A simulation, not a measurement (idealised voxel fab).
A process module follows: voxel wiring stack.
Pictured: cross-section cut, 190 nm wide, on a grid of 5 nm square cells.
In what follows, cross-sections appear as grids of square cells, described through bands that run from the top down, where every band is one or more rows of cells.
Band: top height; bottom height; in nm. Then, left to right: material with width in nm, for each material. "all across": a single material spanning edge to edge. "air": empty space.
It should be noted that heights are counted from 0, beneath which the wafer as supplied is of one material throughout, and that the lowest band possesses no lower boundary but continues downward, as written in "0..down".
Read "30->40" as a graded width: first number on top, second number at the bottom, same change between each pair of neighbouring rows.
The designation "no alterations made", where it is given for a processing step, indicates that no cell of the cross-section was altered in the course of that step.
Basically, "Closed void list" tells you about the enclosed voids: empty spaces with no open way to the top, 8 cells or bigger, each written width x height at distance, where distance is from the left edge, all in nm.
Text after the settings on a step's line: the simulator's own remark on that step.
When a step includes a mask, the "overlay nm" setting on its line states how far to the right of its planned place that mask lay, and negative values state how far to the left.
So here's the lineup of process steps we planned:
1. RECEIVE | material Si
2. CONFORMAL_DEP | material SiO2 | thk nm 10
3. CONFORMAL_DEP | material SiCN | thk nm 5
4. DIRECTIONAL_DEP | material SiO2 | thk nm 25
5. MASKED_ETCH | tone open | mask id METAL_1 | width nm 30 | pitch nm 55 | etch materials SiO2 | depth nm 25 | overlay nm 0
6. MASKED_ETCH | tone open | mask id METAL_1 | width nm 30 | pitch nm 55 | etch materials SiCN | depth nm 5 | overlay nm 0
7. CONFORMAL_DEP | material TiN | thk nm 5
8. FILL_DEP | material Cu | thk nm 10
9. CMP | height nm 40
10. EPI | material Ru | thk nm 5
11. FILL_DEP | material SiCN | thk nm 5
12. DIRECTIONAL_DEP | material lowk | thk nm 10
13. MASKED_ETCH | tone open | mask id PLUG_1 | width nm 15 | pitch nm 55 | etch materials lowk | depth nm 10 | overlay nm 0
14. MASKED_ETCH | tone open | mask id PLUG_1 | width nm 15 | pitch nm 55 | etch materials SiCN | depth nm 5 | overlay nm 0
15. EPI | material Ru | thk nm 10
16. EPI | material Ru | thk nm 5
17. DIRECTIONAL_DEP | material TiN | thk nm 5
18. DIRECTIONAL_DEP | material W | thk nm 25
19. PATTERN | tone cover | mask id METAL_2 | material resist | width nm 30 | pitch nm 55 | thk nm 20 | overlay nm 0
20. DIRECTIONAL_ETCH | etch materials W | depth nm 25
21. DIRECTIONAL_ETCH | etch materials TiN | depth nm 5
22. STRIP | etch materials resist
23. CONFORMAL_DEP | material SiCN | thk nm 5
24. FILL_DEP | material lowk | thk nm 5
25. CMP | height nm 90
26. CONFORMAL_DEP | material SiCN | thk nm 5
27. DIRECTIONAL_DEP | material lowk | thk nm 15
28. DIRECTIONAL_DEP | material aC | thk nm 15
29. PATTERN | tone open | mask id PLUG_2 | material resist | width nm 15 | thk nm 30 | overlay nm 0
30. DIRECTIONAL_ETCH | etch materials aC | depth nm 15
31. STRIP | etch materials resist
32. DIRECTIONAL_ETCH | etch materials lowk | depth nm 15
33. DIRECTIONAL_ETCH | etch materials SiCN | depth nm 5
34. STRIP | etch materials aC
35. EPI | material Ru | thk nm 10
36. EPI | material Ru | thk nm 10
37. DIRECTIONAL_DEP | material TiN | thk nm 5
38. DIRECTIONAL_DEP | material Ru | thk nm 15
39. DIRECTIONAL_DEP | material aC | thk nm 15
40. PATTERN | tone cover | mask id METAL_3 | material resist | width nm 30 | pitch nm 55 | thk nm 30 | overlay nm 0
41. DIRECTIONAL_ETCH | etch materials aC | depth nm 15
42. STRIP | etch materials resist
43. DIRECTIONAL_ETCH | etch materials Ru | depth nm 15
44. DIRECTIONAL_ETCH | etch materials TiN | depth nm 5
45. STRIP | etch materials aC
46. CONFORMAL_DEP | material SiN | thk nm 5
47. FILL_DEP | material SiO2 | thk nm 10
48. CMP | height nm 130
49. CONFORMAL_DEP | material SiN | thk nm 5
Cross-section of the wafer at receipt, which is the condition after step 1:
  0..down: Si all across
  Closed void list: none
Here's the cross-section of the first of our two wafers at the end of the module - it ran as planned:
  135..130: SiN all across
  130..115: 45 SiO2, then 5 SiN, then 30 Ru, then 5 SiN, then 15 SiO2, then 5 SiN, then 30 Ru, then 5 SiN, then 50 SiO2
  115..110: 50 SiN, then 30 TiN, then 25 SiN, then 30 TiN, then 55 SiN
  110..95: 50 lowk, then 15 Ru, then 125 lowk
  95..90: 50 SiCN, then 15 Ru, then 125 SiCN
  90..65: 45 lowk, then 5 SiCN, then 30 W, then 5 SiCN, then 15 lowk, then 5 SiCN, then 30 W, then 5 SiCN, then 50 lowk
  65..60: 50 SiCN, then 30 TiN, then 25 SiCN, then 30 TiN, then 55 SiCN
  60..50: 50 lowk, then 15 Ru, then 40 lowk, then 15 Ru, then 70 lowk
  50..40: 50->45 SiCN, then 15->40 Ru, then 40->15 SiCN, then 15->40 Ru, then 70->50 SiCN
  40..15: 50 SiO2, then 5 TiN, then 20 Cu, then 5 TiN, then 25 SiO2, then 5 TiN, then 20 Cu, then 5 TiN, then 55 SiO2
  15..10: 50 SiCN, then 30 TiN, then 25 SiCN, then 30 TiN, then 55 SiCN
  10..0: SiO2 all across
  0..down: Si all across
  Closed void list: none
Second wafer through the module, sectioned at the end: same beginning and same plan as the first wafer, with one mistake in carrying it out:
  135..130: SiN all across
  130..115: 45 SiO2, then 5 SiN, then 30 Ru, then 5 SiN, then 15 SiO2, then 5 SiN, then 30 Ru, then 5 SiN, then 50 SiO2
  115..110: 50 SiN, then 30 TiN, then 25 SiN, then 30 TiN, then 55 SiN
  110..95: 50 lowk, then 15 Ru, then 125 lowk
  95..90: 50 SiCN, then 15 Ru, then 125 SiCN
  90..85: 45 lowk, then 5 SiCN, then 20 W, then 15 SiCN, then 15 lowk, then 5 SiCN, then 20 W, then 15 SiCN, then 50 lowk
  85..65: 45 lowk, then 5 SiCN, then 30 W, then 5 SiCN, then 15 lowk, then 5 SiCN, then 30 W, then 5 SiCN, then 50 lowk
  65..60: 40 lowk, then 10 SiCN, then 20 TiN, then 10 W, then 5 SiCN, then 10 lowk, then 10 SiCN, then 20 TiN, then 10 W, then 5 SiCN, then 50 lowk
  60..55: 40 lowk, then 5 SiCN, then 25 Ru, then 10 TiN, then 10 SiCN, then 5 lowk, then 5 SiCN, then 25 Ru, then 10 TiN, then 10 SiCN, then 45 lowk
  55..50: 45 SiCN, then 5 lowk, then 15 Ru, then 20 lowk, then 15 SiCN, then 5 lowk, then 15 Ru, then 20 lowk, then 50 SiCN
  50..40: 50->45 lowk, then 15->40 Ru, then 40->15 lowk, then 15->40 Ru, then 70->50 lowk
  40..15: 50 SiO2, then 5 TiN, then 20 Cu, then 5 TiN, then 25 SiO2, then 5 TiN, then 20 Cu, then 5 TiN, then 55 SiO2
  15..10: 50 SiCN, then 30 TiN, then 25 SiCN, then 30 TiN, then 55 SiCN
  10..0: SiO2 all across
  0..down: Si all across
  Closed void list: none
Nonconformance to the process plan: plan step 11 never ran because it was skipped
Wafer comparison, final, in cells, second relative to first, materials more or fewer: Ru: 4 more | SiCN: 42 fewer | lowk: 38 more
